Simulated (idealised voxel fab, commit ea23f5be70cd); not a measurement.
process module | voxel capacitor over wiring
cross-section cut | 245 nm wide | cells 5 nm
A cross-section is a grid of square cells, given in bands from the top down. A band is one or more rows of cells.
Each band's line starts with the height of the band's top and of its bottom, in nm. Then come its materials from left to right, each with its width in nm. One material with "throughout" fills the band from edge to edge. "air" is empty space.
Height 0 is the level under which the wafer as received is all one material. The lowest band goes on downwards, as in "0 down".
A width such as "30 to 40" changes by the same amount from each row of cells to the next, from the band's top row to its bottom row.
"no change" after a step means that no cell of the cross-section changed.
closed voids: empty space of 8 cells or more with no open way to the top, each as width x height at its distance from the left edge, in nm
after a step's settings: what the simulator itself notes on the step
overlay nm, on a step with a mask: how far to the right of its planned place the mask lay; to the left if negative
plan
1 op RECEIVE | material Si
2 op CONFORMAL_DEP | material SiO2 | thk nm 15
3 op DIRECTIONAL_DEP | material TiN | thk nm 5
4 op DIRECTIONAL_DEP | material Ru | thk nm 15
5 op DIRECTIONAL_DEP | material aC | thk nm 10
6 op PATTERN | tone cover | mask id METAL_1 | material resist | width nm 25 | pitch nm 85 | thk nm 30 | overlay nm 0
7 op DIRECTIONAL_ETCH | etch materials aC | depth nm 10
8 op STRIP | etch materials resist
9 op DIRECTIONAL_ETCH | etch materials Ru | depth nm 15
10 op DIRECTIONAL_ETCH | etch materials TiN | depth nm 5
11 op STRIP | etch materials aC
12 op FILL_DEP | material SiO2 | thk nm 5
13 op CMP | height nm 35
14 op CONFORMAL_DEP | material SiCN | thk nm 5
15 op DIRECTIONAL_DEP | material SiO2 | thk nm 20
16 op PATTERN | tone open | mask id PLUG_1 | material resist | width nm 15 | thk nm 20 | overlay nm 0
17 op DIRECTIONAL_ETCH | etch materials SiO2 | depth nm 20
18 op DIRECTIONAL_ETCH | etch materials SiCN | depth nm 5
19 op STRIP | etch materials resist
20 op CONFORMAL_DEP | material TiN | thk nm 5
21 op FILL_DEP | material Ru | thk nm 5
22 op CMP | height nm 60
23 op DIRECTIONAL_DEP | material TiN | thk nm 5
24 op DIRECTIONAL_DEP | material SiN | thk nm 5
25 op DIRECTIONAL_DEP | material TiN | thk nm 5
26 op PATTERN | tone cover | mask id UPPER_PLATE | material resist | width nm 55 | thk nm 15 | overlay nm 0
27 op DIRECTIONAL_ETCH | etch materials TiN | depth nm 5
28 op DIRECTIONAL_ETCH | etch materials SiN | depth nm 5
29 op STRIP | etch materials resist
30 op MASKED_ETCH | tone cover | mask id LOWER_PLATE | width nm 75 | etch materials TiN | depth nm 5 | overlay nm 0
31 op FILL_DEP | material SiO2 | thk nm 20
32 op CMP | height nm 90
33 op MASKED_ETCH | tone open | mask id PLUG_2 | width nm 15 | etch materials SiO2 | depth nm 15 | overlay nm 0
34 op CONFORMAL_DEP | material TiN | thk nm 5
35 op FILL_DEP | material Cu | thk nm 5
36 op CMP | height nm 90
37 op CONFORMAL_DEP | material SiN | thk nm 5
varied across the wafers: width nm of step 26. The plan shows the first wafer's value. All wafers start alike
first wafer as received, after step 1
  0 down: Si throughout
  closed voids: none
each wafer at the end: cells of each material gained (+) or lost (-) since it was received, then its closed voids
width nm 55 | +2 Cu | +34 Ru | +46 SiCN | +60 SiN | +735 SiO2 | +54 TiN | closed voids: none
width nm 60 | +2 Cu | +34 Ru | +46 SiCN | +61 SiN | +733 SiO2 | +55 TiN | closed voids: none
width nm 65 | +2 Cu | +34 Ru | +46 SiCN | +62 SiN | +731 SiO2 | +56 TiN | closed voids: none
width nm 70 | +2 Cu | +34 Ru | +46 SiCN | +63 SiN | +729 SiO2 | +57 TiN | closed voids: none
width nm 75 | +2 Cu | +34 Ru | +46 SiCN | +64 SiN | +727 SiO2 | +58 TiN | closed voids: none
width nm 80 | +2 Cu | +34 Ru | +46 SiCN | +65 SiN | +725 SiO2 | +59 TiN | closed voids: none
